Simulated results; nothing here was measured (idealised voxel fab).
This section sets out a process module, namely voxel spacer lines.
Displayed cross-section: cut, width of 280 nm, square cells sized 5 nm.
The cross-sections in this document take the form of a grid made of square cells. They are written out as bands, in order from top to bottom. Each band consists of one or more rows of cells.
What a band's entry tells you: where the top is and where the bottom is, as heights in nm, and after that what lies inside, material by material from left to right, each with its width in nm. Empty space is written as the word "blank", and a single material marked with the word "edge to edge" occupies the band from edge to edge.
Basically, 0 is our baseline, since under it the wafer straight out of the box is all one material. The bottom band has no lower end and keeps on going down, so it looks like "0..down".
Width "30->40": first value at the band's top row of cells, second value at its bottom row, equal change from row to row.
Any step labelled "all unchanged" changed none of the cells in the cross-section.
"Closed void entries" means: voids of 8 cells or more that are shut off from the top with no open way through. Written width x height at distance, distance from the left edge, in nm.
Formally, on a step line, whatever follows the settings is a remark that the simulator itself makes on the step.
overlay nm: how far to the right of its planned place the mask lay on this masked step (negative: to the left).

-- Planned process steps
step 1: RECEIVE, material Si
step 2: CONFORMAL_DEP, material Al2O3, thk nm 10
step 3: DIRECTIONAL_DEP, material SiN, thk nm 10
step 4: DIRECTIONAL_DEP, material aC, thk nm 20
step 5: PATTERN, tone cover, mask id MANDREL, material resist, width nm 25, pitch nm 70, thk nm 30, overlay nm 0
step 6: DIRECTIONAL_ETCH, etch materials aC, depth nm 20
step 7: STRIP, etch materials resist
step 8: CONFORMAL_DEP, material SiO2, thk nm 10
step 9: DIRECTIONAL_ETCH, etch materials SiO2, depth nm 10
step 10: STRIP, etch materials aC
step 11: DIRECTIONAL_ETCH, etch materials SiN, depth nm 10
step 12: STRIP, etch materials SiO2

-- Cross-section: wafer on arrival = after step 1
  0..down = Si edge to edge
  Closed void entries: none

-- Look at the cross-section after the module: the wafer started out the way shown above and the plan was the one shown above, yet one mistake was made along the way
  20..10 = blank 45  SiN 10  blank 30  SiN 10  blank 20  SiN 10  blank 30  SiN 10  blank 20  SiN 10  blank 30  SiN 10  blank 45
  10..0 = Al2O3 edge to edge
  0..down = Si edge to edge
  Closed void entries: none
So what did we get wrong on this run? in deviation from the planned setting, step 5 was conducted as PATTERN, tone cover, mask id MANDREL, material resist, width nm 30, pitch nm 70, thk nm 30, overlay nm 0
